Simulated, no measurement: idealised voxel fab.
This section sets out a process module, namely voxel gate over fins.
Cross-section cut spans 235 nm and uses square cells 5 nm in size.
For the purposes of this document, a cross-section shall be understood as a grid of square cells, specified as bands listed in top-to-bottom order, each band consisting of one or more rows of cells.
Heads up on the band format: heights come first, top then bottom, in nm. After that it's the materials left to right, each with its width in nm. A single material flagged "edge to edge" fills the whole band edge to edge, and "air" means there's empty space there.
Where do heights start? At 0: under that level the wafer as delivered is made of one material only. And the lowest band has no floor; it just carries on downward, as in "0..down".
The two numbers in a width such as "30->40" mark its ends across the band: the first belongs to the top row of cells, the second to the bottom row, and from each row to the next the width moves by the same amount.
Take "left unchanged" at face value: in the step it is given for, the cross-section changed in none of its cells.
Enclosed voids (no open way to top), threshold 8 cells or more, entry "Sealed-off cavities", notation width x height at distance, distance from left edge, nm.
Where a step's line continues beyond its settings, the continuation is a remark by the simulator itself on that step.
Each step line may optionally specify "overlay nm", which for a step with a mask gives the rightward distance between the mask's planned place and where it lay, a negative value indicating the leftward direction.

# Steps in the process plan
| 1 | RECEIVE | material Si |
| 2 | CONFORMAL_DEP | material SiN | thk nm 5 |
| 3 | PATTERN | tone cover | mask id FINS | material resist | width nm 15 | pitch nm 50 | thk nm 20 | overlay nm 0 |
| 4 | DIRECTIONAL_ETCH | etch materials SiN | depth nm 5 |
| 5 | DIRECTIONAL_ETCH | etch materials Si | depth nm 30 |
| 6 | STRIP | etch materials resist |
| 7 | FILL_DEP | material SiO2 | thk nm 5 |
| 8 | CMP | height nm 5 |
| 9 | PATTERN | tone open | mask id RAIL | material resist | width nm 15 | thk nm 20 | overlay nm 0 |
| 10 | DIRECTIONAL_ETCH | etch materials SiO2 | depth nm 30 |
| 11 | STRIP | etch materials resist |
| 12 | CONFORMAL_DEP | material TiN | thk nm 5 |
| 13 | FILL_DEP | material Ru | thk nm 5 |
| 14 | CMP | height nm 5 |
| 15 | SELECTIVE_ETCH | etch materials W Ru TiN | depth nm 20 |
| 16 | FILL_DEP | material SiO2 | thk nm 5 |
| 17 | CMP | height nm 5 |
| 18 | SELECTIVE_ETCH | etch materials SiO2 | depth nm 15 |
| 19 | STRIP | etch materials SiN |
| 20 | CONFORMAL_DEP | material HfO2 | thk nm 5 |
| 21 | CONFORMAL_DEP | material TiN | thk nm 5 |
| 22 | CONFORMAL_DEP | material TiAl | thk nm 5 |
| 23 | CONFORMAL_DEP | material TiN | thk nm 5 |
| 24 | FILL_DEP | material W | thk nm 15 |
| 25 | CMP | height nm 30 |
| 26 | CONFORMAL_DEP | material SiN | thk nm 10 |

# Cross-section of the wafer upon arrival, representing the state reached after step 1
0..down | Si edge to edge
Sealed-off cavities: none

# Post-module cross-section of the first of two wafers (run per plan)
40..30 | SiN edge to edge
30..20 | W edge to edge
20..15 | W (65)  TiN (105)  W (65)
15..10 | W (65)  TiN (5)  TiAl (45)  TiN (5)  TiAl (45)  TiN (5)  W (65)
10..5 | TiN (70)  TiAl (5)  TiN (35)  TiAl (5)  TiN (5)  TiAl (5)  TiN (35)  TiAl (5)  TiN (70)
5..0 | TiAl (75)  TiN (5)  HfO2 (25)  TiN (5)  TiAl (15)  TiN (5)  HfO2 (25)  TiN (5)  TiAl (75)
0..-5 | TiN (80)  HfO2 (5)  Si (15)  HfO2 (5)  TiN (25)  HfO2 (5)  Si (15)  HfO2 (5)  TiN (80)
-5..-10 | HfO2 (85)  Si (15)  HfO2 (35)  Si (15)  HfO2 (85)
-10..-15 | SiO2 (85)  Si (15)  SiO2 (35)  Si (15)  SiO2 (85)
-15..-20 | SiO2 (85)  Si (15)  SiO2 (10)  TiN (5)  Ru (5)  TiN (5)  SiO2 (10)  Si (15)  SiO2 (85)
-20..-25 | SiO2 (85)  Si (15)  SiO2 (10)  TiN (15)  SiO2 (10)  Si (15)  SiO2 (85)
-25..-30 | SiO2 (85)  Si (15)  SiO2 (35)  Si (15)  SiO2 (85)
-30..down | Si edge to edge
Sealed-off cavities: none

# Here's the second of our two wafers sectioned at module end. Same start as the first, same plan, but one mistake got made running it
40..30 | SiN edge to edge
30..20 | W edge to edge
20..15 | W (65)  TiN (105)  W (65)
15..10 | W (65)  TiN (5)  TiAl (45)  TiN (5)  TiAl (45)  TiN (5)  W (65)
10..5 | TiN (70)  TiAl (5)  TiN (35)  TiAl (5)  TiN (5)  TiAl (5)  TiN (35)  TiAl (5)  TiN (70)
5..0 | TiAl (75)  TiN (5)  HfO2 (25)  TiN (5)  TiAl (15)  TiN (5)  HfO2 (25)  TiN (5)  TiAl (75)
0..-5 | TiN (80)  HfO2 (5)  Si (15)  HfO2 (5)  TiN (25)  HfO2 (5)  Si (15)  HfO2 (5)  TiN (80)
-5..-10 | HfO2 (85)  Si (15)  HfO2 (35)  Si (15)  HfO2 (85)
-10..-15 | SiO2 (85)  Si (15)  SiO2 (35)  Si (15)  SiO2 (85)
-15..-20 | SiO2 (85)  Si (15)  SiO2 (10)  TiN (5)  Ru (5)  TiN (5)  SiO2 (10)  Si (15)  SiO2 (85)
-20..-25 | SiO2 (85)  Si (15)  SiO2 (10)  TiN (15)  SiO2 (10)  Si (15)  SiO2 (85)
-25..down | Si edge to edge
Sealed-off cavities: none
Nonconformance to the process plan: step 5 was not run as planned; what actually ran was DIRECTIONAL_ETCH | etch materials Si | depth nm 25
Per the end-of-run cell counts, the second wafer holds more or fewer of some materials than the first: +41 Si | -41 SiO2
